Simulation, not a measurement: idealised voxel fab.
A process module follows: voxel double patterning.
Pictured: cross-section cut, 150 nm wide, on a grid of 5 nm square cells.
Heads up, the way a cross-section reads in here is a grid of square cells, handed over as bands from the top down, with every band being one or more rows of cells.
Quick guide to a band line: top height, bottom height (nm) up front; then every material left to right with its width in nm. Only one material and it's marked "edge to edge"? Then it fills the band edge to edge. And "air" just means empty space.
The level at which height equals 0 is the one under which the wafer, as it arrives, is entirely one material. No lower edge exists for the bottom band, which continues downward and is notated as in "top 0, no bottom".
Think of "30 to 40" as a width that walks from the first number to the second as you go down the band, top row to bottom row, taking equal-sized steps from row to row.
"nothing different" means the step left every cell of the cross-section as it was.
Each empty space that has no open way to the top and spans at least 8 cells appears under "Closed internal voids" as width x height at distance, the distance counted from the left edge, all in nm.
Anything after a step's settings on that line? It's the simulator's own note about the step.
A step line may carry the setting "overlay nm", which, for steps involving a mask, states the distance by which the mask lay to the right of its intended position; negative values denote displacement to the left.
# The steps planned for the process are as follows
- 1: RECEIVE with material Si
- 2: CONFORMAL_DEP with material SiO2, thk nm 10
- 3: DIRECTIONAL_DEP with material TiN, thk nm 10
- 4: DIRECTIONAL_DEP with material SiN, thk nm 5
- 5: MASKED_ETCH with tone open, mask id FIRST, width nm 15, pitch nm 50, etch materials SiN, depth nm 5, overlay nm 0
- 6: DIRECTIONAL_DEP with material aC, thk nm 15
- 7: PATTERN with tone open, mask id SECOND, material resist, width nm 15, pitch nm 50, thk nm 35, overlay nm 0
- 8: DIRECTIONAL_ETCH with etch materials aC, depth nm 15
- 9: STRIP with etch materials resist
- 10: DIRECTIONAL_ETCH with etch materials SiN, depth nm 5
- 11: STRIP with etch materials aC
- 12: DIRECTIONAL_ETCH with etch materials TiN, depth nm 10
- 13: STRIP with etch materials SiN
# First of two wafers: run as planned
# Cross-section of the wafer at receipt, which is the condition after step 1
- top 0, no bottom: Si edge to edge
- Closed internal voids: none
# State of the wafer after step 2, shown in cross-section
- top 10, bottom 0: SiO2 edge to edge
- Everything under 0 stays put, no change at all.
# State of the wafer after step 3, shown in cross-section
- top 20, bottom 10: TiN edge to edge
- Everything under 10 stays put, no change at all.
# State of the wafer after step 4, shown in cross-section
- top 25, bottom 20: SiN edge to edge
- Everything under 20 stays put, no change at all.
# State of the wafer after step 5, shown in cross-section
- top 25, bottom 20: 15 nm SiN, then 15 nm air, then 35 nm SiN, then 15 nm air, then 35 nm SiN, then 15 nm air, then 20 nm SiN
- Everything under 20 stays put, no change at all.
# State of the wafer after step 6, shown in cross-section
- top 40, bottom 35: 15 nm aC, then 15 nm air, then 35 nm aC, then 15 nm air, then 35 nm aC, then 15 nm air, then 20 nm aC
- top 35, bottom 25: aC edge to edge
- top 25, bottom 20: 15 nm SiN, then 15 nm aC, then 35 nm SiN, then 15 nm aC, then 35 nm SiN, then 15 nm aC, then 20 nm SiN
- Everything under 20 stays put, no change at all.
# State of the wafer after step 7, shown in cross-section
- top 75, bottom 40: 40 nm resist, then 15 nm air, then 35 nm resist, then 15 nm air, then 45 nm resist
- top 40, bottom 35: 15 nm aC, then 15 nm resist, then 35 nm aC, then 15 nm resist, then 35 nm aC, then 15 nm resist, then 20 nm aC
- Everything under 35 stays put, no change at all.
# State of the wafer after step 8, shown in cross-section
- top 60, bottom 40: 40 nm resist, then 15 nm air, then 35 nm resist, then 15 nm air, then 45 nm resist
- top 40, bottom 35: 15 nm aC, then 15 nm resist, then 10 nm aC, then 15 nm air, then 10 nm aC, then 15 nm resist, then 10 nm aC, then 15 nm air, then 10 nm aC, then 15 nm resist, then 20 nm aC
- top 35, bottom 25: 40 nm aC, then 15 nm air, then 35 nm aC, then 15 nm air, then 45 nm aC
- Everything under 25 stays put, no change at all.
# State of the wafer after step 9, shown in cross-section
- top 40, bottom 35: 15 nm aC, then 15 nm air, then 10 nm aC, then 15 nm air, then 10 nm aC, then 15 nm air, then 10 nm aC, then 15 nm air, then 10 nm aC, then 15 nm air, then 20 nm aC
- Everything under 35 stays put, no change at all.
# State of the wafer after step 10, shown in cross-section
- top 40, bottom 35: 15 nm aC, then 15 nm air, then 10 nm aC, then 15 nm air, then 10 nm aC, then 15 nm air, then 10 nm aC, then 15 nm air, then 10 nm aC, then 15 nm air, then 20 nm aC
- top 35, bottom 25: 40 nm aC, then 15 nm air, then 35 nm aC, then 15 nm air, then 45 nm aC
- top 25, bottom 20: 15 nm SiN, then 15 nm aC, then 10 nm SiN, then 15 nm air, then 10 nm SiN, then 15 nm aC, then 10 nm SiN, then 15 nm air, then 10 nm SiN, then 15 nm aC, then 20 nm SiN
- Everything under 20 stays put, no change at all.
# State of the wafer after step 11, shown in cross-section
- top 25, bottom 20: 15 nm SiN, then 15 nm air, then 10 nm SiN, then 15 nm air, then 10 nm SiN, then 15 nm air, then 10 nm SiN, then 15 nm air, then 10 nm SiN, then 15 nm air, then 20 nm SiN
- Everything under 20 stays put, no change at all.
# State of the wafer after step 12, shown in cross-section
- top 25, bottom 20: 15 nm SiN, then 15 nm air, then 10 nm SiN, then 15 nm air, then 10 nm SiN, then 15 nm air, then 10 nm SiN, then 15 nm air, then 10 nm SiN, then 15 nm air, then 20 nm SiN
- top 20, bottom 10: 15 nm TiN, then 15 nm air, then 10 nm TiN, then 15 nm air, then 10 nm TiN, then 15 nm air, then 10 nm TiN, then 15 nm air, then 10 nm TiN, then 15 nm air, then 20 nm TiN
- Everything under 10 stays put, no change at all.
# State of the wafer after step 13, shown in cross-section
- top 20, bottom 10: 15 nm TiN, then 15 nm air, then 10 nm TiN, then 15 nm air, then 10 nm TiN, then 15 nm air, then 10 nm TiN, then 15 nm air, then 10 nm TiN, then 15 nm air, then 20 nm TiN
- Everything under 10 stays put, no change at all.
# Here the second wafer is described. Its start and its plan were those of the first wafer. Its run contained one mistake. Up to and including step 1, it did exactly what the first wafer did
# Second wafer profile in section, at the moment step 2 of the plan was meant to be complete
- top 15, bottom 0: SiO2 edge to edge
- Everything under 0 stays put, no change at all.
# Second wafer profile in section, at the moment step 3 of the plan was meant to be complete
- top 25, bottom 15: TiN edge to edge
- Everything under 15 stays put, no change at all.
# Second wafer profile in section, at the moment step 4 of the plan was meant to be complete
- top 30, bottom 25: SiN edge to edge
- Everything under 25 stays put, no change at all.
# Second wafer profile in section, at the moment step 5 of the plan was meant to be complete
- top 30, bottom 25: 15 nm SiN, then 15 nm air, then 35 nm SiN, then 15 nm air, then 35 nm SiN, then 15 nm air, then 20 nm SiN
- Everything under 25 stays put, no change at all.
# Second wafer profile in section, at the moment step 6 of the plan was meant to be complete
- top 45, bottom 40: 15 nm aC, then 15 nm air, then 35 nm aC, then 15 nm air, then 35 nm aC, then 15 nm air, then 20 nm aC
- top 40, bottom 30: aC edge to edge
- top 30, bottom 25: 15 nm SiN, then 15 nm aC, then 35 nm SiN, then 15 nm aC, then 35 nm SiN, then 15 nm aC, then 20 nm SiN
- Everything under 25 stays put, no change at all.
# Second wafer profile in section, at the moment step 7 of the plan was meant to be complete
- top 80, bottom 45: 40 nm resist, then 15 nm air, then 35 nm resist, then 15 nm air, then 45 nm resist
- top 45, bottom 40: 15 nm aC, then 15 nm resist, then 35 nm aC, then 15 nm resist, then 35 nm aC, then 15 nm resist, then 20 nm aC
- Everything under 40 stays put, no change at all.
# Second wafer profile in section, at the moment step 8 of the plan was meant to be complete
- top 65, bottom 45: 40 nm resist, then 15 nm air, then 35 nm resist, then 15 nm air, then 45 nm resist
- top 45, bottom 40: 15 nm aC, then 15 nm resist, then 10 nm aC, then 15 nm air, then 10 nm aC, then 15 nm resist, then 10 nm aC, then 15 nm air, then 10 nm aC, then 15 nm resist, then 20 nm aC
- top 40, bottom 30: 40 nm aC, then 15 nm air, then 35 nm aC, then 15 nm air, then 45 nm aC
- Everything under 30 stays put, no change at all.
# Second wafer profile in section, at the moment step 9 of the plan was meant to be complete
- top 45, bottom 40: 15 nm aC, then 15 nm air, then 10 nm aC, then 15 nm air, then 10 nm aC, then 15 nm air, then 10 nm aC, then 15 nm air, then 10 nm aC, then 15 nm air, then 20 nm aC
- Everything under 40 stays put, no change at all.
# Second wafer profile in section, at the moment step 10 of the plan was meant to be complete
- top 45, bottom 40: 15 nm aC, then 15 nm air, then 10 nm aC, then 15 nm air, then 10 nm aC, then 15 nm air, then 10 nm aC, then 15 nm air, then 10 nm aC, then 15 nm air, then 20 nm aC
- top 40, bottom 30: 40 nm aC, then 15 nm air, then 35 nm aC, then 15 nm air, then 45 nm aC
- top 30, bottom 25: 15 nm SiN, then 15 nm aC, then 10 nm SiN, then 15 nm air, then 10 nm SiN, then 15 nm aC, then 10 nm SiN, then 15 nm air, then 10 nm SiN, then 15 nm aC, then 20 nm SiN
- Everything under 25 stays put, no change at all.
# Second wafer profile in section, at the moment step 11 of the plan was meant to be complete
- top 30, bottom 25: 15 nm SiN, then 15 nm air, then 10 nm SiN, then 15 nm air, then 10 nm SiN, then 15 nm air, then 10 nm SiN, then 15 nm air, then 10 nm SiN, then 15 nm air, then 20 nm SiN
- Everything under 25 stays put, no change at all.
# Second wafer profile in section, at the moment step 12 of the plan was meant to be complete
- top 30, bottom 25: 15 nm SiN, then 15 nm air, then 10 nm SiN, then 15 nm air, then 10 nm SiN, then 15 nm air, then 10 nm SiN, then 15 nm air, then 10 nm SiN, then 15 nm air, then 20 nm SiN
- top 25, bottom 15: 15 nm TiN, then 15 nm air, then 10 nm TiN, then 15 nm air, then 10 nm TiN, then 15 nm air, then 10 nm TiN, then 15 nm air, then 10 nm TiN, then 15 nm air, then 20 nm TiN
- Everything under 15 stays put, no change at all.
# Second wafer profile in section, at the moment step 13 of the plan was meant to be complete
- top 25, bottom 15: 15 nm TiN, then 15 nm air, then 10 nm TiN, then 15 nm air, then 10 nm TiN, then 15 nm air, then 10 nm TiN, then 15 nm air, then 10 nm TiN, then 15 nm air, then 20 nm TiN
- Everything under 15 stays put, no change at all.
What was the processing mistake? step 2 was run on a setting that differed from the plan, and what really ran there is CONFORMAL_DEP with material SiO2, thk nm 15
End check, counted in cells, second wafer has more or fewer of these materials than the first: SiO2 +30
